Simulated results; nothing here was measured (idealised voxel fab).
Proc. module: voxel trench capacitor
Displayed cross-section: cut, width of 225 nm, square cells sized 5 nm.
A cross-section is written here as square cells arranged in a grid, and it is given in bands from the top down, each band taking up one or more rows of cells. Basically the band line says how high the top is and how high the bottom is, in nm, and then what's in it from left to right, every material with its width in nm. Empty space shows up as "empty", and if a single material carries "edge to edge" it runs the full band edge to edge. Ref level 0: as-received wafer is one material below here. Bottom band extends down with no lower bound ("0 and below"). Top row gets the first number, bottom row gets the second, and each row in between changes by the same step: that is how a band width like "30 to 40" works. The cross-section has no changed cell in any step marked "changes: none". "Fully sealed cavities" means: voids of 8 cells or more that are shut off from the top with no open way through. Written width x height at distance, distance from the left edge, in nm. Where a step's line continues beyond its settings, the continuation is a remark by the simulator itself on that step. When a step includes a mask, the "overlay nm" setting on its line states how far to the right of its planned place that mask lay, and negative values state how far to the left.

### The following list gives the planned process steps
1 op RECEIVE | material Si
2 op CONFORMAL_DEP | material SiN | thk nm 5
3 op DIRECTIONAL_DEP | material aC | thk nm 10
4 op PATTERN | tone open | mask id TRENCH | material resist | width nm 15 | pitch nm 45 | thk nm 25 | overlay nm 0
5 op DIRECTIONAL_ETCH | etch materials aC | depth nm 10
6 op STRIP | etch materials resist
7 op DIRECTIONAL_ETCH | etch materials SiN | depth nm 5
8 op DIRECTIONAL_ETCH | etch materials Si | depth nm 30
9 op STRIP | etch materials aC
10 op CONFORMAL_DEP | material Al2O3 | thk nm 5
11 op FILL_DEP | material polySi | thk nm 10
12 op CMP | height nm 5

### Concerning the first of two wafers, which was run in accordance with the plan

### Cross-section of the wafer at receipt, which is the condition after step 1
  0 and below: Si edge to edge
  Fully sealed cavities: none

### Presented here is a cross-section of the wafer after step 2 has been performed
  5 down to 0: SiN edge to edge
  Below 0 it's all the same as before, nothing changed down there.

### Presented here is a cross-section of the wafer after step 3 has been performed
  15 down to 5: aC edge to edge
  Below 5 it's all the same as before, nothing changed down there.

### Presented here is a cross-section of the wafer after step 4 has been performed
  40 down to 15: 80 of resist; 15 of empty; 30 of resist; 15 of empty; 85 of resist
  Below 15 it's all the same as before, nothing changed down there.

### Presented here is a cross-section of the wafer after step 5 has been performed
  30 down to 15: 80 of resist; 15 of empty; 30 of resist; 15 of empty; 85 of resist
  15 down to 5: 80 of aC; 15 of empty; 30 of aC; 15 of empty; 85 of aC
  Below 5 it's all the same as before, nothing changed down there.

### Presented here is a cross-section of the wafer after step 6 has been performed
  15 down to 5: 80 of aC; 15 of empty; 30 of aC; 15 of empty; 85 of aC
  Below 5 it's all the same as before, nothing changed down there.

### Presented here is a cross-section of the wafer after step 7 has been performed
  15 down to 5: 80 of aC; 15 of empty; 30 of aC; 15 of empty; 85 of aC
  5 down to 0: 80 of SiN; 15 of empty; 30 of SiN; 15 of empty; 85 of SiN
  Below 0 it's all the same as before, nothing changed down there.

### Presented here is a cross-section of the wafer after step 8 has been performed
  15 down to 5: 80 of aC; 15 of empty; 30 of aC; 15 of empty; 85 of aC
  5 down to 0: 80 of SiN; 15 of empty; 30 of SiN; 15 of empty; 85 of SiN
  0 down to -30: 80 of Si; 15 of empty; 30 of Si; 15 of empty; 85 of Si
  Below -30 it's all the same as before, nothing changed down there.

### Presented here is a cross-section of the wafer after step 9 has been performed
  5 down to 0: 80 of SiN; 15 of empty; 30 of SiN; 15 of empty; 85 of SiN
  Below 0 it's all the same as before, nothing changed down there.

### Presented here is a cross-section of the wafer after step 10 has been performed
  10 down to 5: 85 of Al2O3; 5 of empty; 40 of Al2O3; 5 of empty; 90 of Al2O3
  5 down to 0: 80 of SiN; 5 of Al2O3; 5 of empty; 5 of Al2O3; 30 of SiN; 5 of Al2O3; 5 of empty; 5 of Al2O3; 85 of SiN
  0 down to -25: 80 of Si; 5 of Al2O3; 5 of empty; 5 of Al2O3; 30 of Si; 5 of Al2O3; 5 of empty; 5 of Al2O3; 85 of Si
  -25 down to -30: 80 of Si; 15 of Al2O3; 30 of Si; 15 of Al2O3; 85 of Si
  Below -30 it's all the same as before, nothing changed down there.

### Presented here is a cross-section of the wafer after step 11 has been performed
  20 down to 10: polySi edge to edge
  10 down to 5: 85 of Al2O3; 5 of polySi; 40 of Al2O3; 5 of polySi; 90 of Al2O3
  5 down to 0: 80 of SiN; 5 of Al2O3; 5 of polySi; 5 of Al2O3; 30 of SiN; 5 of Al2O3; 5 of polySi; 5 of Al2O3; 85 of SiN
  0 down to -25: 80 of Si; 5 of Al2O3; 5 of polySi; 5 of Al2O3; 30 of Si; 5 of Al2O3; 5 of polySi; 5 of Al2O3; 85 of Si
  Below -25 it's all the same as before, nothing changed down there.

### Presented here is a cross-section of the wafer after step 12 has been performed
  5 down to 0: 80 of SiN; 5 of Al2O3; 5 of polySi; 5 of Al2O3; 30 of SiN; 5 of Al2O3; 5 of polySi; 5 of Al2O3; 85 of SiN
  Below 0 it's all the same as before, nothing changed down there.

### Second wafer, same starting conditions and recipe as the first, one mistake in executing it, nothing differs from the first up to and including step 3

### X-section, second wafer, when step 4 was due to finish
  40 down to 15: 80 of resist; 20 of empty; 25 of resist; 20 of empty; 80 of resist
  Below 15 it's all the same as before, nothing changed down there.

### X-section, second wafer, when step 5 was due to finish
  30 down to 15: 80 of resist; 20 of empty; 25 of resist; 20 of empty; 80 of resist
  15 down to 5: 80 of aC; 20 of empty; 25 of aC; 20 of empty; 80 of aC
  Below 5 it's all the same as before, nothing changed down there.

### X-section, second wafer, when step 6 was due to finish
  15 down to 5: 80 of aC; 20 of empty; 25 of aC; 20 of empty; 80 of aC
  Below 5 it's all the same as before, nothing changed down there.

### X-section, second wafer, when step 7 was due to finish
  15 down to 5: 80 of aC; 20 of empty; 25 of aC; 20 of empty; 80 of aC
  5 down to 0: 80 of SiN; 20 of empty; 25 of SiN; 20 of empty; 80 of SiN
  Below 0 it's all the same as before, nothing changed down there.

### X-section, second wafer, when step 8 was due to finish
  15 down to 5: 80 of aC; 20 of empty; 25 of aC; 20 of empty; 80 of aC
  5 down to 0: 80 of SiN; 20 of empty; 25 of SiN; 20 of empty; 80 of SiN
  0 down to -30: 80 of Si; 20 of empty; 25 of Si; 20 of empty; 80 of Si
  Below -30 it's all the same as before, nothing changed down there.

### X-section, second wafer, when step 9 was due to finish
  5 down to 0: 80 of SiN; 20 of empty; 25 of SiN; 20 of empty; 80 of SiN
  Below 0 it's all the same as before, nothing changed down there.

### X-section, second wafer, when step 10 was due to finish
  10 down to 5: 85 of Al2O3; 10 of empty; 35 of Al2O3; 10 of empty; 85 of Al2O3
  5 down to 0: 80 of SiN; 5 of Al2O3; 10 of empty; 5 of Al2O3; 25 of SiN; 5 of Al2O3; 10 of empty; 5 of Al2O3; 80 of SiN
  0 down to -25: 80 of Si; 5 of Al2O3; 10 of empty; 5 of Al2O3; 25 of Si; 5 of Al2O3; 10 of empty; 5 of Al2O3; 80 of Si
  -25 down to -30: 80 of Si; 20 of Al2O3; 25 of Si; 20 of Al2O3; 80 of Si
  Below -30 it's all the same as before, nothing changed down there.

### X-section, second wafer, when step 11 was due to finish
  20 down to 10: polySi edge to edge
  10 down to 5: 85 of Al2O3; 10 of polySi; 35 of Al2O3; 10 of polySi; 85 of Al2O3
  5 down to 0: 80 of SiN; 5 of Al2O3; 10 of polySi; 5 of Al2O3; 25 of SiN; 5 of Al2O3; 10 of polySi; 5 of Al2O3; 80 of SiN
  0 down to -25: 80 of Si; 5 of Al2O3; 10 of polySi; 5 of Al2O3; 25 of Si; 5 of Al2O3; 10 of polySi; 5 of Al2O3; 80 of Si
  Below -25 it's all the same as before, nothing changed down there.

### X-section, second wafer, when step 12 was due to finish
  5 down to 0: 80 of SiN; 5 of Al2O3; 10 of polySi; 5 of Al2O3; 25 of SiN; 5 of Al2O3; 10 of polySi; 5 of Al2O3; 80 of SiN
  Below 0 it's all the same as before, nothing changed down there.
What was done differently from what was planned? step 4 ran with different settings than intended, the actual operation and settings being op PATTERN | tone open | mask id TRENCH | material resist | width nm 20 | pitch nm 45 | thk nm 25 | overlay nm 0
Final comparison by cell count, materials where the second wafer has more or fewer than the first: +2 Al2O3; -12 Si; -2 SiN; +12 polySi
